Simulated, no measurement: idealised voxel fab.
The following is a process module called voxel self aligned contacts.
Pictured: cross-section cut, 270 nm wide, on a grid of 5 nm square cells.
Think of the cross-section as a grid of square cells. We describe it in bands, top to bottom, and each band covers one or more rows of those cells. Top height, bottom height, nm. Materials left to right, width each, nm. Single material + "edge to edge" = fills band edge to edge. "air" = empty. Heights are expressed relative to 0, this being the level below which the as-received wafer comprises one material exclusively. The lowest band is unbounded in the downward direction and is denoted as in "top 0, no bottom". The two numbers in a width such as "30..40" mark its ends across the band: the first belongs to the top row of cells, the second to the bottom row, and from each row to the next the width moves by the same amount. For the purposes of this document, the phrase "remained the same" attached to a step denotes that no cell within the cross-section was modified by that step. Listed in "Fully closed voids": every empty space of 8 or more cells without an open way to the top. Form: width x height at distance, the distance being from the left edge, all in nm. If you see something after the settings on a step's line, that's the simulator's own remark about that step. overlay nm: mask right of planned place by this much (step with mask). Neg. = left.

PLAN
1. RECEIVE with material Si
2. OXIDIZE with depth nm 5
3. DIRECTIONAL_DEP with material polySi, thk nm 25
4. DIRECTIONAL_DEP with material SiN, thk nm 20
5. PATTERN with tone cover, mask id GATE, material resist, width nm 25, pitch nm 70, thk nm 20, overlay nm 0
6. DIRECTIONAL_ETCH with etch materials SiN, depth nm 20
7. DIRECTIONAL_ETCH with etch materials polySi, depth nm 25
8. STRIP with etch materials resist
9. CONFORMAL_DEP with material SiN, thk nm 10
10. DIRECTIONAL_ETCH with etch materials SiN, depth nm 10
11. FILL_DEP with material SiO2, thk nm 10
12. CMP with height nm 50
13. PATTERN with tone open, mask id CONTACT, material resist, width nm 55, pitch nm 70, thk nm 15, overlay nm 0
14. DIRECTIONAL_ETCH with etch materials SiO2, depth nm 55
15. STRIP with etch materials resist
16. CONFORMAL_DEP with material TiN, thk nm 5
17. FILL_DEP with material W, thk nm 10
18. CMP with height nm 50
19. CONFORMAL_DEP with material SiN, thk nm 5

STEP 1 COMPLETE: CROSS-SECTION OF THE WAFER AS RECEIVED
- top 0, no bottom = Si edge to edge
- Fully closed voids: none

AS-PLANNED RUN: CROSS-SECTION OF THE FIRST OF TWO WAFERS AT END OF MODULE
- top 55, bottom 50 = SiN edge to edge
- top 50, bottom 45 = 70 of SiO2 | 20 of TiN | 15 of W | 20 of TiN | 15 of SiO2 | 20 of TiN | 15 of W | 20 of TiN | 75 of SiO2
- top 45, bottom 25 = 40 of SiO2 | 45 of SiN | 5 of TiN | 15 of W | 5 of TiN | 45 of SiN | 5 of TiN | 15 of W | 5 of TiN | 45 of SiN | 45 of SiO2
- top 25, bottom 0 = 40 of SiO2 | 10 of SiN | 25 of polySi | 10 of SiN | 5 of TiN | 15 of W | 5 of TiN | 10 of SiN | 25 of polySi | 10 of SiN | 5 of TiN | 15 of W | 5 of TiN | 10 of SiN | 25 of polySi | 10 of SiN | 45 of SiO2
- top 0, bottom -5 = 85 of SiO2 | 25 of TiN | 45 of SiO2 | 25 of TiN | 90 of SiO2
- top -5, no bottom = Si edge to edge
- Fully closed voids: none

CROSS-SECTION, SECOND WAFER: SAME START AS THE FIRST, SAME PLAN AS THE FIRST, ONE MISTAKE IN RUNNING IT; TAKEN AT THE END OF THE MODULE
- top 55, bottom 50 = SiN edge to edge
- top 50, bottom 45 = W edge to edge
- top 45, bottom 25 = 40 of W | 45 of SiN | 25 of W | 45 of SiN | 25 of W | 45 of SiN | 45 of W
- top 25, bottom 0 = 40 of W | 10 of SiN | 25 of polySi | 10 of SiN | 25 of W | 10 of SiN | 25 of polySi | 10 of SiN | 25 of W | 10 of SiN | 25 of polySi | 10 of SiN | 45 of W
- top 0, bottom -5 = SiO2 edge to edge
- top -5, no bottom = Si edge to edge
- Fully closed voids: none
Processing error: contrary to plan, step 11 was performed as FILL_DEP with material W, thk nm 10
Materials where the second wafer ends with more or fewer cells than the first: SiO2: 175 fewer | TiN: 62 fewer | W: 237 more
